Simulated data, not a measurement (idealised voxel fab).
This is a process module. Its name is voxel local oxidation.
Pictured: cross-section cut, 270 nm wide, on a grid of 5 nm square cells.
A cross-section is written here as square cells arranged in a grid, and it is given in bands from the top down, each band taking up one or more rows of cells.
Band: top and bottom heights (nm) first, top before bottom; then materials from left to right, widths in nm. "full width" marks a sole material filling the band edge to edge. "blank" denotes empty space.
Heights are reckoned from 0. Under this level, the received wafer is all of one material. The bottommost band is open-ended downward, for example "top 0, no bottom".
Width "30->40": first value at the band's top row of cells, second value at its bottom row, equal change from row to row.
What does "remains unaltered" mean for a step? It means no cell of the cross-section changed in that step.
"Unvented voids" enumerates empty spaces isolated from the top, with no open way to it, that contain at least 8 cells, giving each as width x height at distance from the left edge, all three in nm.
Step line, after settings: the simulator's comment on this step.
Each step line may optionally specify "overlay nm", which for a step with a mask gives the rightward distance between the mask's planned place and where it lay, a negative value indicating the leftward direction.
### Intended process steps
1: RECEIVE: material Si
2: OXIDIZE: depth nm 5
3: CONFORMAL_DEP: material SiN, thk nm 10
4: PATTERN: tone cover, mask id ACTIVE, material resist, width nm 125, thk nm 20, overlay nm 0
5: DIRECTIONAL_ETCH: etch materials SiN, depth nm 10
6: STRIP: etch materials resist
7: SELECTIVE_ETCH: etch materials SiO2, depth nm 5
8: OXIDIZE: depth nm 15
9: STRIP: etch materials SiN
### Delivered wafer in cross-section: state after step 1
    top 0, no bottom  Si full width
    Unvented voids: none
### The first of two wafers, cross-sectioned at the end of the module, with the run proceeding as planned
    top 0, bottom -5  75 of blank  115 of SiO2  80 of blank
    top -5, bottom -20  90 of SiO2  85 of Si  95 of SiO2
    top -20, no bottom  Si full width
    Unvented voids: none
### Presented here is a cross-section of the second of the two wafers as it stood at the end of the module. It was started in the same manner and assigned the same plan as the first wafer; however, one mistake was made in its execution
    top 0, bottom -5  65 of SiO2  135 of blank  70 of SiO2
    top -5, bottom -20  50 of Si  165 of SiO2  55 of Si
    top -20, no bottom  Si full width
    Unvented voids: none
In executing the process, a mistake was made relative to the plan: off-plan run, step 4, actual operation and settings PATTERN: tone open, mask id ACTIVE, material resist, width nm 125, thk nm 20, overlay nm 0
The final cell counts differ between the wafers, with the second having more or fewer of some materials than the first: +12 Si; -8 SiO2
